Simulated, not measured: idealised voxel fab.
A process module follows: voxel ribs on slabs.
Section shown: cut. Width: 200 nm. Cell size: 5 nm, square.
Cross-sections here: square-cell grids, written as top-down lists of bands, a band being one or more rows of cells. Look at the band entry: it leads with the top's height and the bottom's height in nm. Then it lists the materials left to right, with a width in nm for each. The word "everywhere" on a single material says that material fills the band edge to edge. The word "blank" is empty space. Heads up on the height convention: 0 is the point under which the incoming wafer is all one material, and the lowest band has no bottom, it just keeps going down, like "0 nm and below". Note: "30->40" means the width goes from the first number (top row of the band) to the second number (bottom row) in equal steps per row of cells. Step marked "identical to before"? Then no cell in the cross-section changed in it. "Enclosed internal voids" contains a list of empty spaces, each no smaller than 8 cells and without an open way to the top, written in the form width x height at distance with the distance from the left edge and all three in nm. Note: text after step settings on the step line = simulator remark on that step. "overlay nm" denotes, for a step that has a mask, the displacement of the mask to the right of its planned place, with negative values corresponding to the left.

Steps planned for the process:
1 RECEIVE, material Si
2 DIRECTIONAL_DEP, material SiO2, thk nm 30
3 DIRECTIONAL_DEP, material polySi, thk nm 15
4 MASKED_ETCH, tone cover, mask id RIB, width nm 15, etch materials polySi, depth nm 10, overlay nm 0
5 PATTERN, tone cover, mask id SLAB, material resist, width nm 55, thk nm 15, overlay nm 0
6 DIRECTIONAL_ETCH, etch materials polySi, depth nm 5
7 STRIP, etch materials resist
8 FILL_DEP, material SiO2, thk nm 20
9 CMP, height nm 55
10 DIRECTIONAL_DEP, material W, thk nm 5
11 MASKED_ETCH, tone cover, mask id HEATER, width nm 25, etch materials W, depth nm 5, overlay nm 0
12 CONFORMAL_DEP, material SiN, thk nm 5

Step 1 complete: cross-section of the wafer as received:
* 0 nm and below  Si everywhere
* Enclosed internal voids: none

Look at the cross-section after the module: the wafer started out the way shown above and the plan was the one shown above, yet one mistake was made along the way:
* 65 nm to 60 nm  blank 80 nm; SiN 35 nm; blank 85 nm
* 60 nm to 55 nm  SiN 85 nm; W 25 nm; SiN 90 nm
* 55 nm to 45 nm  SiO2 everywhere
* 45 nm to 35 nm  SiO2 80 nm; polySi 15 nm; SiO2 105 nm
* 35 nm to 30 nm  SiO2 70 nm; polySi 55 nm; SiO2 75 nm
* 30 nm to 0 nm  SiO2 everywhere
* 0 nm and below  Si everywhere
* Enclosed internal voids: none
Nonconformance to the process plan: the process deviated at step 4: the operation and settings actually run there were MASKED_ETCH, tone cover, mask id RIB, width nm 15, etch materials polySi, depth nm 10, overlay nm -10
